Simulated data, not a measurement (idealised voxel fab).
This section sets out a process module, namely voxel self aligned vias.
cross-section cut | 165 nm wide | cells 5 nm
When this document writes out a cross-section, it uses a grid of square cells and lists it as bands, beginning at the top and moving down, with a band standing for one or more rows of cells. Within each band entry, the heights of the top and of the bottom of the band appear first, in that order and in nm; the materials of the band then follow from left to right, each with its corresponding width in nm. The designation "full width" on a single material indicates that it fills the band from edge to edge; the designation "air" indicates empty space. Height reference: 0 = level under which incoming wafer is all one material. Lowest band: no bottom, runs on downward, e.g. "from 0 down". Per-row width for "30->40": begins at first number (top row of band), ends at second number (bottom row), increment between rows held constant. The cross-section has no changed cell in any step marked "remained the same". You'll see "Closed void listing" listing empty spaces that have no way open to the top, as long as they're 8 cells or more; the notation is width x height at distance, where the distance is from the left edge, and all of it is in nm. Note: text after step settings on the step line = simulator remark on that step. A step's line can hold "overlay nm"; with a mask on that step, the setting says how far right of the planned place the mask lay, while a negative setting says it lay to the left.

Set out below are the planned steps of the process:
step 1: RECEIVE [material Si]
step 2: CONFORMAL_DEP [material SiO2] [thk nm 15]
step 3: CONFORMAL_DEP [material SiCN] [thk nm 5]
step 4: DIRECTIONAL_DEP [material lowk] [thk nm 20]
step 5: PATTERN [tone open] [mask id LINES] [material resist] [width nm 20] [pitch nm 60] [thk nm 15] [overlay nm 0]
step 6: DIRECTIONAL_ETCH [etch materials lowk] [depth nm 20]
step 7: STRIP [etch materials resist]
step 8: CONFORMAL_DEP [material TiN] [thk nm 5]
step 9: FILL_DEP [material Ru] [thk nm 10]
step 10: CMP [height nm 40]
step 11: SELECTIVE_ETCH [etch materials W Ru TiN] [depth nm 5]
step 12: FILL_DEP [material SiN] [thk nm 10]
step 13: CMP [height nm 40]
step 14: DIRECTIONAL_DEP [material lowk] [thk nm 20]
step 15: MASKED_ETCH [tone open] [mask id VIAS] [width nm 40] [etch materials lowk] [depth nm 20] [overlay nm 0]
step 16: MASKED_ETCH [tone open] [mask id VIAS] [width nm 40] [etch materials SiN] [depth nm 5] [overlay nm 0]
step 17: CONFORMAL_DEP [material TiN] [thk nm 5]
step 18: FILL_DEP [material W] [thk nm 10]
step 19: CMP [height nm 60]
step 20: CONFORMAL_DEP [material SiCN] [thk nm 5]

First of two wafers - as planned:

As-received state of the wafer in cross-section, equivalent to post-step 1:
	from 0 down: Si full width
	Closed void listing: none

after step 2:
	from 15 to 0: SiO2 full width
	No changes below 0.

after step 3:
	from 20 to 15: SiCN full width
	No changes below 15.

after step 4:
	from 40 to 20: lowk full width
	No changes below 20.

after step 5:
	from 55 to 40: 40 nm resist, then 20 nm air, then 40 nm resist, then 20 nm air, then 45 nm resist
	No changes below 40.

after step 6:
	from 55 to 40: 40 nm resist, then 20 nm air, then 40 nm resist, then 20 nm air, then 45 nm resist
	from 40 to 20: 40 nm lowk, then 20 nm air, then 40 nm lowk, then 20 nm air, then 45 nm lowk
	No changes below 20.

after step 7:
	from 40 to 20: 40 nm lowk, then 20 nm air, then 40 nm lowk, then 20 nm air, then 45 nm lowk
	No changes below 20.

after step 8:
	from 45 to 40: 45 nm TiN, then 10 nm air, then 50 nm TiN, then 10 nm air, then 50 nm TiN
	from 40 to 25: 40 nm lowk, then 5 nm TiN, then 10 nm air, then 5 nm TiN, then 40 nm lowk, then 5 nm TiN, then 10 nm air, then 5 nm TiN, then 45 nm lowk
	from 25 to 20: 40 nm lowk, then 20 nm TiN, then 40 nm lowk, then 20 nm TiN, then 45 nm lowk
	No changes below 20.

after step 9:
	from 55 to 45: Ru full width
	from 45 to 40: 45 nm TiN, then 10 nm Ru, then 50 nm TiN, then 10 nm Ru, then 50 nm TiN
	from 40 to 25: 40 nm lowk, then 5 nm TiN, then 10 nm Ru, then 5 nm TiN, then 40 nm lowk, then 5 nm TiN, then 10 nm Ru, then 5 nm TiN, then 45 nm lowk
	No changes below 25.

after step 10:
	from 40 to 25: 40 nm lowk, then 5 nm TiN, then 10 nm Ru, then 5 nm TiN, then 40 nm lowk, then 5 nm TiN, then 10 nm Ru, then 5 nm TiN, then 45 nm lowk
	No changes below 25.

after step 11:
	from 40 to 35: 40 nm lowk, then 20 nm air, then 40 nm lowk, then 20 nm air, then 45 nm lowk
	No changes below 35.

after step 12:
	from 50 to 40: SiN full width
	from 40 to 35: 40 nm lowk, then 20 nm SiN, then 40 nm lowk, then 20 nm SiN, then 45 nm lowk
	No changes below 35.

after step 13:
	from 40 to 35: 40 nm lowk, then 20 nm SiN, then 40 nm lowk, then 20 nm SiN, then 45 nm lowk
	No changes below 35.

after step 14:
	from 60 to 40: lowk full width
	No changes below 40.

after step 15:
	from 60 to 40: 30 nm lowk, then 40 nm air, then 95 nm lowk
	No changes below 40.

after step 16:
	from 60 to 40: 30 nm lowk, then 40 nm air, then 95 nm lowk
	from 40 to 35: 40 nm lowk, then 20 nm air, then 40 nm lowk, then 20 nm SiN, then 45 nm lowk
	No changes below 35.

after step 17:
	from 65 to 60: 35 nm TiN, then 30 nm air, then 100 nm TiN
	from 60 to 45: 30 nm lowk, then 5 nm TiN, then 30 nm air, then 5 nm TiN, then 95 nm lowk
	from 45 to 40: 30 nm lowk, then 15 nm TiN, then 10 nm air, then 15 nm TiN, then 95 nm lowk
	from 40 to 35: 40 nm lowk, then 20 nm TiN, then 40 nm lowk, then 20 nm SiN, then 45 nm lowk
	No changes below 35.

after step 18:
	from 75 to 65: W full width
	from 65 to 60: 35 nm TiN, then 30 nm W, then 100 nm TiN
	from 60 to 45: 30 nm lowk, then 5 nm TiN, then 30 nm W, then 5 nm TiN, then 95 nm lowk
	from 45 to 40: 30 nm lowk, then 15 nm TiN, then 10 nm W, then 15 nm TiN, then 95 nm lowk
	No changes below 40.

after step 19:
	from 60 to 45: 30 nm lowk, then 5 nm TiN, then 30 nm W, then 5 nm TiN, then 95 nm lowk
	No changes below 45.

after step 20:
	from 65 to 60: SiCN full width
	No changes below 60.

For the second wafer, take the first wafer's start and plan, then add one mistake made in running it; everything through step 1, that step included, is shared with the first:

Cross-section of the second wafer at the time step 2 of the plan should have ended:
	from 5 to 0: SiCN full width
	No changes below 0.

Cross-section of the second wafer at the time step 3 of the plan should have ended:
	from 20 to 5: SiO2 full width
	No changes below 5.

Cross-section of the second wafer at the time step 4 of the plan should have ended:
	from 40 to 20: lowk full width
	No changes below 20.

Cross-section of the second wafer at the time step 5 of the plan should have ended:
	from 55 to 40: 40 nm resist, then 20 nm air, then 40 nm resist, then 20 nm air, then 45 nm resist
	No changes below 40.

Cross-section of the second wafer at the time step 6 of the plan should have ended:
	from 55 to 40: 40 nm resist, then 20 nm air, then 40 nm resist, then 20 nm air, then 45 nm resist
	from 40 to 20: 40 nm lowk, then 20 nm air, then 40 nm lowk, then 20 nm air, then 45 nm lowk
	No changes below 20.

Cross-section of the second wafer at the time step 7 of the plan should have ended:
	from 40 to 20: 40 nm lowk, then 20 nm air, then 40 nm lowk, then 20 nm air, then 45 nm lowk
	No changes below 20.

Cross-section of the second wafer at the time step 8 of the plan should have ended:
	from 45 to 40: 45 nm TiN, then 10 nm air, then 50 nm TiN, then 10 nm air, then 50 nm TiN
	from 40 to 25: 40 nm lowk, then 5 nm TiN, then 10 nm air, then 5 nm TiN, then 40 nm lowk, then 5 nm TiN, then 10 nm air, then 5 nm TiN, then 45 nm lowk
	from 25 to 20: 40 nm lowk, then 20 nm TiN, then 40 nm lowk, then 20 nm TiN, then 45 nm lowk
	No changes below 20.

Cross-section of the second wafer at the time step 9 of the plan should have ended:
	from 55 to 45: Ru full width
	from 45 to 40: 45 nm TiN, then 10 nm Ru, then 50 nm TiN, then 10 nm Ru, then 50 nm TiN
	from 40 to 25: 40 nm lowk, then 5 nm TiN, then 10 nm Ru, then 5 nm TiN, then 40 nm lowk, then 5 nm TiN, then 10 nm Ru, then 5 nm TiN, then 45 nm lowk
	No changes below 25.

Cross-section of the second wafer at the time step 10 of the plan should have ended:
	from 40 to 25: 40 nm lowk, then 5 nm TiN, then 10 nm Ru, then 5 nm TiN, then 40 nm lowk, then 5 nm TiN, then 10 nm Ru, then 5 nm TiN, then 45 nm lowk
	No changes below 25.

Cross-section of the second wafer at the time step 11 of the plan should have ended:
	from 40 to 35: 40 nm lowk, then 20 nm air, then 40 nm lowk, then 20 nm air, then 45 nm lowk
	No changes below 35.

Cross-section of the second wafer at the time step 12 of the plan should have ended:
	from 50 to 40: SiN full width
	from 40 to 35: 40 nm lowk, then 20 nm SiN, then 40 nm lowk, then 20 nm SiN, then 45 nm lowk
	No changes below 35.

Cross-section of the second wafer at the time step 13 of the plan should have ended:
	from 40 to 35: 40 nm lowk, then 20 nm SiN, then 40 nm lowk, then 20 nm SiN, then 45 nm lowk
	No changes below 35.

Cross-section of the second wafer at the time step 14 of the plan should have ended:
	from 60 to 40: lowk full width
	No changes below 40.

Cross-section of the second wafer at the time step 15 of the plan should have ended:
	from 60 to 40: 30 nm lowk, then 40 nm air, then 95 nm lowk
	No changes below 40.

Cross-section of the second wafer at the time step 16 of the plan should have ended:
	from 60 to 40: 30 nm lowk, then 40 nm air, then 95 nm lowk
	from 40 to 35: 40 nm lowk, then 20 nm air, then 40 nm lowk, then 20 nm SiN, then 45 nm lowk
	No changes below 35.

Cross-section of the second wafer at the time step 17 of the plan should have ended:
	from 65 to 60: 35 nm TiN, then 30 nm air, then 100 nm TiN
	from 60 to 45: 30 nm lowk, then 5 nm TiN, then 30 nm air, then 5 nm TiN, then 95 nm lowk
	from 45 to 40: 30 nm lowk, then 15 nm TiN, then 10 nm air, then 15 nm TiN, then 95 nm lowk
	from 40 to 35: 40 nm lowk, then 20 nm TiN, then 40 nm lowk, then 20 nm SiN, then 45 nm lowk
	No changes below 35.

Cross-section of the second wafer at the time step 18 of the plan should have ended:
	from 75 to 65: W full width
	from 65 to 60: 35 nm TiN, then 30 nm W, then 100 nm TiN
	from 60 to 45: 30 nm lowk, then 5 nm TiN, then 30 nm W, then 5 nm TiN, then 95 nm lowk
	from 45 to 40: 30 nm lowk, then 15 nm TiN, then 10 nm W, then 15 nm TiN, then 95 nm lowk
	No changes below 40.

Cross-section of the second wafer at the time step 19 of the plan should have ended:
	from 60 to 45: 30 nm lowk, then 5 nm TiN, then 30 nm W, then 5 nm TiN, then 95 nm lowk
	No changes below 45.

Cross-section of the second wafer at the time step 20 of the plan should have ended:
	from 65 to 60: SiCN full width
	No changes below 60.
Deviation from plan: step 3 occupied the plan position of step 2, and the converse holds as well
When the process is done, the second wafer contains the same cell count of every material as the first wafer, but distributed over other locations.
